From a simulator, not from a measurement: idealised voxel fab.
The following process module bears the name voxel local oxidation.
We display cut, a cross-section 255 nm in width whose square cells are each 5 nm.
Reading order for cross-sections: top band down to bottom band. Underlying form: a grid of square cells. Band size: one or more rows of cells. A band entry consists of two parts. The first gives the height of the band's top and the height of its bottom, in nm. The rest lists the band's materials from left to right, each with its width in nm. A single material labelled with the word "all across" fills the band from edge to edge, and the word "blank" marks empty space. Measure heights from 0. That's the level where, below it, the as-received wafer is all one material. The lowest band is bottomless and extends downward; write it as in "0 -> down". Width spec "30->40" -> top row of cells at first value, bottom row at second value, equal per-row change in between. Reading "no alteration" for a step: not a cell of the cross-section changed in it. Voids not open to the top, 8 cells minimum: see "Entrapped voids". Written width x height at distance; distance is from the left edge; nm. On a step's line, text after the settings is the simulator commenting on that step. For masked steps, "overlay nm" on the step line gives how far right of plan the mask actually lay; a minus sign means it lay to the left.

-- plan
- 1: RECEIVE,material Si
- 2: CONFORMAL_DEP,material SiO2,thk nm 5
- 3: CONFORMAL_DEP,material SiN,thk nm 15
- 4: DIRECTIONAL_DEP,material aC,thk nm 15
- 5: PATTERN,tone cover,mask id ACTIVE,material resist,width nm 130,thk nm 35,overlay nm 0
- 6: DIRECTIONAL_ETCH,etch materials aC,depth nm 15
- 7: STRIP,etch materials resist
- 8: DIRECTIONAL_ETCH,etch materials SiN,depth nm 15
- 9: STRIP,etch materials aC
- 10: SELECTIVE_ETCH,etch materials SiO2,depth nm 5
- 11: OXIDIZE,depth nm 15
- 12: STRIP,etch materials SiN

-- The first of a set of two wafers, run to plan

-- Step 1 complete: cross-section of the wafer as received
  0 -> down | Si all across
  Entrapped voids: none

-- You're looking at a cross-section of the wafer after step 2
  5 -> 0 | SiO2 all across
  All layers under 0 are left as they were.

-- You're looking at a cross-section of the wafer after step 3
  20 -> 5 | SiN all across
  All layers under 5 are left as they were.

-- You're looking at a cross-section of the wafer after step 4
  35 -> 20 | aC all across
  All layers under 20 are left as they were.

-- You're looking at a cross-section of the wafer after step 5
  70 -> 35 | 60 nm blank | 130 nm resist | 65 nm blank
  All layers under 35 are left as they were.

-- You're looking at a cross-section of the wafer after step 6
  55 -> 35 | 60 nm blank | 130 nm resist | 65 nm blank
  35 -> 20 | 60 nm blank | 130 nm aC | 65 nm blank
  All layers under 20 are left as they were.

-- You're looking at a cross-section of the wafer after step 7
  35 -> 20 | 60 nm blank | 130 nm aC | 65 nm blank
  All layers under 20 are left as they were.

-- You're looking at a cross-section of the wafer after step 8
  35 -> 20 | 60 nm blank | 130 nm aC | 65 nm blank
  20 -> 5 | 60 nm blank | 130 nm SiN | 65 nm blank
  All layers under 5 are left as they were.

-- You're looking at a cross-section of the wafer after step 9
  20 -> 5 | 60 nm blank | 130 nm SiN | 65 nm blank
  All layers under 5 are left as they were.

-- You're looking at a cross-section of the wafer after step 10
  20 -> 5 | 60 nm blank | 130 nm SiN | 65 nm blank
  5 -> 0 | 65 nm blank | 120 nm SiO2 | 70 nm blank
  All layers under 0 are left as they were.

-- You're looking at a cross-section of the wafer after step 11
  20 -> 5 | 60 nm blank | 130 nm SiN | 65 nm blank
  5 -> 0 | 65 nm blank | 120 nm SiO2 | 70 nm blank
  0 -> -15 | 80 nm SiO2 | 90 nm Si | 85 nm SiO2
  All layers under -15 are left as they were.

-- You're looking at a cross-section of the wafer after step 12
  5 -> 0 | 65 nm blank | 120 nm SiO2 | 70 nm blank
  All layers under 0 are left as they were.

-- Okay, second wafer. Nothing different at the start, nothing different in the plan, just one mistake somewhere in the running. As far as step 10, counting that step, it's the first wafer all over again

-- Here is the second wafer in cross-section at the point where step 11 of the plan should have been done
  20 -> 5 | 60 nm blank | 130 nm SiN | 65 nm blank
  5 -> 0 | 65 nm blank | 120 nm SiO2 | 70 nm blank
  0 -> -25 | 90 nm SiO2 | 70 nm Si | 95 nm SiO2
  All layers under -25 are left as they were.

-- Here is the second wafer in cross-section at the point where step 12 of the plan should have been done
  5 -> 0 | 65 nm blank | 120 nm SiO2 | 70 nm blank
  All layers under 0 are left as they were.
Where did the run depart from the plan? in deviation from the planned setting, step 11 was conducted as OXIDIZE,depth nm 25
Counted in cells at the end, the second wafer holds more or fewer of these materials than the first: -86 Si, +86 SiO2
